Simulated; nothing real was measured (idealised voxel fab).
Proc. module: voxel fin reveal
275 nm wide, 5 nm square cells: that's cross-section cut.
The cross-sections in this document take the form of a grid made of square cells. They are written out as bands, in order from top to bottom. Each band consists of one or more rows of cells. Each band's line starts with the height of the band's top and of its bottom, in nm. Then come its materials from left to right, each with its width in nm. One material with "everywhere" fills the band from edge to edge. "air" is empty space. Height datum 0, below which the as-received substrate wafer is one material. Lowest band open at the bottom, running downward: "0 and below". Width "30..40": first value at the band's top row of cells, second value at its bottom row, equal change from row to row. You'll sometimes find "nothing got changed" written for a step, and that's the way of saying that nowhere in the cross-section did a cell change during that step. "Fully sealed cavities" contains a list of empty spaces, each no smaller than 8 cells and without an open way to the top, written in the form width x height at distance with the distance from the left edge and all three in nm. Read whatever lies past the settings on a step's line as the simulator's own remark about the step. overlay nm: right-of-plan distance of the mask on a masked step; negative values mean left-of-plan.

[Here's what the planned process steps look like]
1,RECEIVE | material Si
2,CONFORMAL_DEP | material SiN | thk nm 5
3,PATTERN | tone cover | mask id FINS | material resist | width nm 15 | pitch nm 35 | thk nm 20 | overlay nm -15
4,DIRECTIONAL_ETCH | etch materials SiN | depth nm 5
5,DIRECTIONAL_ETCH | etch materials Si | depth nm 30
6,STRIP | etch materials resist
7,FILL_DEP | material SiO2 | thk nm 5
8,CMP | height nm 5
9,SELECTIVE_ETCH | etch materials SiO2 | depth nm 15
10,STRIP | etch materials SiN
The value of overlay nm given for step 3 in the plan refers to the first wafer; the wafers vary in this setting and are alike at the start.

[Step 1 complete: as-received cross-section of the first of several wafers]
0 and below | Si everywhere
Fully sealed cavities: none

[Note: the following table is arranged by wafer, a row apiece. Each row reports the end-of-module state: per material, cells gained (+) or cells lost (-) compared with the wafer as received; closed voids follow]
overlay nm -15; -276 Si; +184 SiO2; Fully sealed cavities: none
overlay nm -10; -276 Si; +184 SiO2; Fully sealed cavities: none
overlay nm -5; -276 Si; +184 SiO2; Fully sealed cavities: none
overlay nm 0; -276 Si; +184 SiO2; Fully sealed cavities: none
overlay nm 5; -276 Si; +184 SiO2; Fully sealed cavities: none
overlay nm 10; -276 Si; +184 SiO2; Fully sealed cavities: none
overlay nm 15; -276 Si; +184 SiO2; Fully sealed cavities: none
